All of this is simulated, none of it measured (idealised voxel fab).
Name of the process module below: voxel self aligned contacts
It is cross-section cut that appears here, measuring 175 nm in width, its square cells being 5 nm in size.
A cross-section is a grid of square cells, given in bands from the top down. A band is one or more rows of cells.
Per band: top height and bottom height in nm, followed by the left-to-right materials and their widths in nm; "all across" marks a single material spanning edge to edge, "empty" marks empty space.
Note: height 0 marks the level under which the wafer is uniformly one material as received. Lowest band unbounded below, written "0..down".
A width given as "30..40" starts at the first number in the band's top row and ends at the second number in its bottom row, shifting by an equal amount at every step from row to row.
"nothing was modified", as given for a step, is the statement that not any cell of the cross-section underwent a change during that step.
Entry "Closed void inventory" = empty spaces >= 8 cells with no open way to the top; each as width x height at distance, distance from left edge, all nm.
Whatever follows a step's settings on its line is a remark the simulator itself makes about that step.
overlay nm: right-of-plan distance of the mask on a masked step; negative values mean left-of-plan.
Process steps - plan
- 1: RECEIVE [material Si]
- 2: CONFORMAL_DEP [material SiO2] [thk nm 5]
- 3: DIRECTIONAL_DEP [material polySi] [thk nm 25]
- 4: DIRECTIONAL_DEP [material SiN] [thk nm 25]
- 5: MASKED_ETCH [tone cover] [mask id GATE] [width nm 30] [pitch nm 65] [etch materials SiN] [depth nm 25] [overlay nm 0]
- 6: MASKED_ETCH [tone cover] [mask id GATE] [width nm 30] [pitch nm 65] [etch materials polySi] [depth nm 25] [overlay nm 0]
- 7: CONFORMAL_DEP [material SiN] [thk nm 10]
- 8: DIRECTIONAL_ETCH [etch materials SiN] [depth nm 10]
- 9: FILL_DEP [material SiO2] [thk nm 10]
- 10: CMP [height nm 60]
- 11: MASKED_ETCH [tone open] [mask id CONTACT] [width nm 45] [etch materials SiO2] [depth nm 60] [overlay nm 0]
- 12: CONFORMAL_DEP [material TiN] [thk nm 5]
- 13: FILL_DEP [material W] [thk nm 5]
- 14: CMP [height nm 60]
- 15: CONFORMAL_DEP [material SiN] [thk nm 5]
First of two wafers, with the run carried out as planned
Wafer cross-section on receipt, i.e. after step 1
0..down = Si all across
Closed void inventory: none
Cross-section of the wafer after step 2
5..0 = SiO2 all across
Below 0, the layers are the same as they were.
Cross-section of the wafer after step 3
30..5 = polySi all across
Below 5, the layers are the same as they were.
Cross-section of the wafer after step 4
55..30 = SiN all across
Below 30, the layers are the same as they were.
Cross-section of the wafer after step 5
55..30 = empty 40 nm / SiN 30 nm / empty 35 nm / SiN 30 nm / empty 40 nm
Below 30, the layers are the same as they were.
Cross-section of the wafer after step 6
55..30 = empty 40 nm / SiN 30 nm / empty 35 nm / SiN 30 nm / empty 40 nm
30..5 = empty 40 nm / polySi 30 nm / empty 35 nm / polySi 30 nm / empty 40 nm
Below 5, the layers are the same as they were.
Cross-section of the wafer after step 7
65..30 = empty 30 nm / SiN 50 nm / empty 15 nm / SiN 50 nm / empty 30 nm
30..15 = empty 30 nm / SiN 10 nm / polySi 30 nm / SiN 10 nm / empty 15 nm / SiN 10 nm / polySi 30 nm / SiN 10 nm / empty 30 nm
15..5 = SiN 40 nm / polySi 30 nm / SiN 35 nm / polySi 30 nm / SiN 40 nm
Below 5, the layers are the same as they were.
Cross-section of the wafer after step 8
55..30 = empty 30 nm / SiN 50 nm / empty 15 nm / SiN 50 nm / empty 30 nm
30..5 = empty 30 nm / SiN 10 nm / polySi 30 nm / SiN 10 nm / empty 15 nm / SiN 10 nm / polySi 30 nm / SiN 10 nm / empty 30 nm
Below 5, the layers are the same as they were.
Cross-section of the wafer after step 9
65..55 = SiO2 all across
55..30 = SiO2 30 nm / SiN 50 nm / SiO2 15 nm / SiN 50 nm / SiO2 30 nm
30..5 = SiO2 30 nm / SiN 10 nm / polySi 30 nm / SiN 10 nm / SiO2 15 nm / SiN 10 nm / polySi 30 nm / SiN 10 nm / SiO2 30 nm
Below 5, the layers are the same as they were.
Cross-section of the wafer after step 10
60..55 = SiO2 all across
Below 55, the layers are the same as they were.
Cross-section of the wafer after step 11
60..55 = SiO2 65 nm / empty 45 nm / SiO2 65 nm
55..30 = SiO2 30 nm / SiN 50 nm / empty 15 nm / SiN 50 nm / SiO2 30 nm
30..5 = SiO2 30 nm / SiN 10 nm / polySi 30 nm / SiN 10 nm / empty 15 nm / SiN 10 nm / polySi 30 nm / SiN 10 nm / SiO2 30 nm
5..0 = SiO2 80 nm / empty 15 nm / SiO2 80 nm
Below 0, the layers are the same as they were.
Cross-section of the wafer after step 12
65..60 = TiN 70 nm / empty 35 nm / TiN 70 nm
60..55 = SiO2 65 nm / TiN 20 nm / empty 5 nm / TiN 20 nm / SiO2 65 nm
55..30 = SiO2 30 nm / SiN 50 nm / TiN 5 nm / empty 5 nm / TiN 5 nm / SiN 50 nm / SiO2 30 nm
30..5 = SiO2 30 nm / SiN 10 nm / polySi 30 nm / SiN 10 nm / TiN 5 nm / empty 5 nm / TiN 5 nm / SiN 10 nm / polySi 30 nm / SiN 10 nm / SiO2 30 nm
5..0 = SiO2 80 nm / TiN 15 nm / SiO2 80 nm
Below 0, the layers are the same as they were.
Cross-section of the wafer after step 13
70..65 = W all across
65..60 = TiN 70 nm / W 35 nm / TiN 70 nm
60..55 = SiO2 65 nm / TiN 20 nm / W 5 nm / TiN 20 nm / SiO2 65 nm
55..30 = SiO2 30 nm / SiN 50 nm / TiN 5 nm / W 5 nm / TiN 5 nm / SiN 50 nm / SiO2 30 nm
30..5 = SiO2 30 nm / SiN 10 nm / polySi 30 nm / SiN 10 nm / TiN 5 nm / W 5 nm / TiN 5 nm / SiN 10 nm / polySi 30 nm / SiN 10 nm / SiO2 30 nm
Below 5, the layers are the same as they were.
Cross-section of the wafer after step 14
60..55 = SiO2 65 nm / TiN 20 nm / W 5 nm / TiN 20 nm / SiO2 65 nm
Below 55, the layers are the same as they were.
Cross-section of the wafer after step 15
65..60 = SiN all across
Below 60, the layers are the same as they were.
Wafer two. Identical start, identical plan. One mistake in execution. Identical history through step 1
Cross-section of the second wafer at the time step 2 of the plan should have ended: nothing was modified
Cross-section of the second wafer at the time step 3 of the plan should have ended
25..0 = polySi all across
Below 0, the layers are the same as they were.
Cross-section of the second wafer at the time step 4 of the plan should have ended
50..25 = SiN all across
Below 25, the layers are the same as they were.
Cross-section of the second wafer at the time step 5 of the plan should have ended
50..25 = empty 40 nm / SiN 30 nm / empty 35 nm / SiN 30 nm / empty 40 nm
Below 25, the layers are the same as they were.
Cross-section of the second wafer at the time step 6 of the plan should have ended
50..25 = empty 40 nm / SiN 30 nm / empty 35 nm / SiN 30 nm / empty 40 nm
25..0 = empty 40 nm / polySi 30 nm / empty 35 nm / polySi 30 nm / empty 40 nm
Below 0, the layers are the same as they were.
Cross-section of the second wafer at the time step 7 of the plan should have ended
60..25 = empty 30 nm / SiN 50 nm / empty 15 nm / SiN 50 nm / empty 30 nm
25..10 = empty 30 nm / SiN 10 nm / polySi 30 nm / SiN 10 nm / empty 15 nm / SiN 10 nm / polySi 30 nm / SiN 10 nm / empty 30 nm
10..0 = SiN 40 nm / polySi 30 nm / SiN 35 nm / polySi 30 nm / SiN 40 nm
Below 0, the layers are the same as they were.
Cross-section of the second wafer at the time step 8 of the plan should have ended
50..25 = empty 30 nm / SiN 50 nm / empty 15 nm / SiN 50 nm / empty 30 nm
25..0 = empty 30 nm / SiN 10 nm / polySi 30 nm / SiN 10 nm / empty 15 nm / SiN 10 nm / polySi 30 nm / SiN 10 nm / empty 30 nm
Below 0, the layers are the same as they were.
Cross-section of the second wafer at the time step 9 of the plan should have ended
60..50 = SiO2 all across
50..25 = SiO2 30 nm / SiN 50 nm / SiO2 15 nm / SiN 50 nm / SiO2 30 nm
25..0 = SiO2 30 nm / SiN 10 nm / polySi 30 nm / SiN 10 nm / SiO2 15 nm / SiN 10 nm / polySi 30 nm / SiN 10 nm / SiO2 30 nm
Below 0, the layers are the same as they were.
Cross-section of the second wafer at the time step 10 of the plan should have ended: nothing was modified
Cross-section of the second wafer at the time step 11 of the plan should have ended
60..50 = SiO2 65 nm / empty 45 nm / SiO2 65 nm
50..25 = SiO2 30 nm / SiN 50 nm / empty 15 nm / SiN 50 nm / SiO2 30 nm
25..0 = SiO2 30 nm / SiN 10 nm / polySi 30 nm / SiN 10 nm / empty 15 nm / SiN 10 nm / polySi 30 nm / SiN 10 nm / SiO2 30 nm
Below 0, the layers are the same as they were.
Cross-section of the second wafer at the time step 12 of the plan should have ended
65..60 = TiN 70 nm / empty 35 nm / TiN 70 nm
60..50 = SiO2 65 nm / TiN 5..20 nm / empty 35..5 nm / TiN 5..20 nm / SiO2 65 nm
50..25 = SiO2 30 nm / SiN 50 nm / TiN 5 nm / empty 5 nm / TiN 5 nm / SiN 50 nm / SiO2 30 nm
25..5 = SiO2 30 nm / SiN 10 nm / polySi 30 nm / SiN 10 nm / TiN 5 nm / empty 5 nm / TiN 5 nm / SiN 10 nm / polySi 30 nm / SiN 10 nm / SiO2 30 nm
5..0 = SiO2 30 nm / SiN 10 nm / polySi 30 nm / SiN 10 nm / TiN 15 nm / SiN 10 nm / polySi 30 nm / SiN 10 nm / SiO2 30 nm
Below 0, the layers are the same as they were.
Cross-section of the second wafer at the time step 13 of the plan should have ended
70..65 = W all across
65..60 = TiN 70 nm / W 35 nm / TiN 70 nm
60..50 = SiO2 65 nm / TiN 5..20 nm / W 35..5 nm / TiN 5..20 nm / SiO2 65 nm
50..25 = SiO2 30 nm / SiN 50 nm / TiN 5 nm / W 5 nm / TiN 5 nm / SiN 50 nm / SiO2 30 nm
25..5 = SiO2 30 nm / SiN 10 nm / polySi 30 nm / SiN 10 nm / TiN 5 nm / W 5 nm / TiN 5 nm / SiN 10 nm / polySi 30 nm / SiN 10 nm / SiO2 30 nm
Below 5, the layers are the same as they were.
Cross-section of the second wafer at the time step 14 of the plan should have ended
60..50 = SiO2 65 nm / TiN 5..20 nm / W 35..5 nm / TiN 5..20 nm / SiO2 65 nm
Below 50, the layers are the same as they were.
Cross-section of the second wafer at the time step 15 of the plan should have ended
65..60 = SiN all across
Below 60, the layers are the same as they were.
Which mistake was made when the wafer was run? step 2 of the plan got skipped, so it never ran
End check, counted in cells, second wafer has more or fewer of these materials than the first: SiO2: 6 fewer, W: 6 more
